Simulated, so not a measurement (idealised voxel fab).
process module | voxel plated lines
cross-section cut | 300 nm wide | cells 5 nm
A cross-section is a grid of square cells, given in bands from the top down. A band is one or more rows of cells.
Each band's line starts with the height of the band's top and of its bottom, in nm. Then come its materials from left to right, each with its width in nm. One material with "throughout" fills the band from edge to edge. "air" is empty space.
Height 0 is the level under which the wafer as received is all one material. The lowest band goes on downwards, as in "0 down".
A width such as "30 to 40" changes by the same amount from each row of cells to the next, from the band's top row to its bottom row.
"no change" after a step means that no cell of the cross-section changed.
closed voids: empty space of 8 cells or more with no open way to the top, each as width x height at its distance from the left edge, in nm
after a step's settings: what the simulator itself notes on the step
overlay nm, on a step with a mask: how far to the right of its planned place the mask lay; to the left if negative
plan
1 op RECEIVE | material Si
2 op CONFORMAL_DEP | material Al2O3 | thk nm 10
3 op DIRECTIONAL_DEP | material TiN | thk nm 5
4 op PATTERN | tone open | mask id LINES | material resist | width nm 15 | pitch nm 45 | thk nm 35 | overlay nm 0
5 op EPI | material Ru | thk nm 10
6 op EPI | material Ru | thk nm 10
7 op EPI | material Ru | thk nm 10
8 op STRIP | etch materials resist
9 op DIRECTIONAL_ETCH | etch materials TiN | depth nm 5
10 op CONFORMAL_DEP | material SiN | thk nm 5
as received, after step 1
  0 down: Si throughout
  closed voids: none
a wafer at the end: this start, this plan, one mistake
  50 to 45: air 85 | SiN 25 | air 20 | SiN 25 | air 20 | SiN 25 | air 100
  45 to 15: air 85 | SiN 5 | Ru 15 | SiN 5 | air 20 | SiN 5 | Ru 15 | SiN 5 | air 20 | SiN 5 | Ru 15 | SiN 5 | air 100
  15 to 10: SiN 90 | TiN 15 | SiN 30 | TiN 15 | SiN 30 | TiN 15 | SiN 105
  10 to 0: Al2O3 throughout
  0 down: Si throughout
  closed voids: none
what went wrong: step 4 ran as: op PATTERN | tone open | mask id LINES | material resist | width nm 15 | pitch nm 45 | thk nm 35 | overlay nm -5
